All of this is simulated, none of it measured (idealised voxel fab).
Process module, titled voxel spacer lines
The cross-section on display is named cut; it measures 210 nm wide, and its cells are 5 nm squares.
This document writes a cross-section as a grid whose cells are square, and gives it as bands, listed from the top down; one or more rows of cells form a band.
Band: top height; bottom height; in nm. Then, left to right: material with width in nm, for each material. "all across": a single material spanning edge to edge. "empty": empty space.
Height 0 is the level under which the wafer as received is all one material. The lowest band goes on downwards, as in "0..down".
A width given as "30..40" starts at the first number in the band's top row and ends at the second number in its bottom row, shifting by an equal amount at every step from row to row.
"left unchanged", as given for a step, is the statement that not any cell of the cross-section underwent a change during that step.
Entry "Enclosed void catalog". Content: empty spaces with no open connection to the top, size 8 cells or greater. Each: width x height at distance. Distance: from left edge. Unit: nm.
What comes after the settings on a step's line is commentary from the simulator itself on that step.
On any step carrying a mask, the "overlay nm" setting, if present on the step's line, tells how far right of its planned place the mask lay; negative values point to the left.

[Intended process steps]
- 1: RECEIVE with material Si
- 2: CONFORMAL_DEP with material Al2O3, thk nm 5
- 3: DIRECTIONAL_DEP with material polySi, thk nm 15
- 4: DIRECTIONAL_DEP with material aC, thk nm 20
- 5: PATTERN with tone cover, mask id MANDREL, material resist, width nm 15, pitch nm 60, thk nm 25, overlay nm 0
- 6: DIRECTIONAL_ETCH with etch materials aC, depth nm 20
- 7: STRIP with etch materials resist
- 8: CONFORMAL_DEP with material SiO2, thk nm 15
- 9: DIRECTIONAL_ETCH with etch materials SiO2, depth nm 15
- 10: STRIP with etch materials aC
- 11: DIRECTIONAL_ETCH with etch materials polySi, depth nm 15
- 12: STRIP with etch materials SiO2
- 13: FILL_DEP with material SiO2, thk nm 10
- 14: CMP with height nm 20

[As received (post step 1): cross-section]
- 0..down: Si all across
- Enclosed void catalog: none

[Figure: cross-sectional view of the wafer upon completion of the module, processed from the initial state and according to the plan depicted above, with one error introduced during execution]
- 20..15: Al2O3 all across
- 15..0: polySi all across
- 0..down: Si all across
- Enclosed void catalog: none
Finding, execution versus plan: sequence error: steps 2 and 3 interchanged
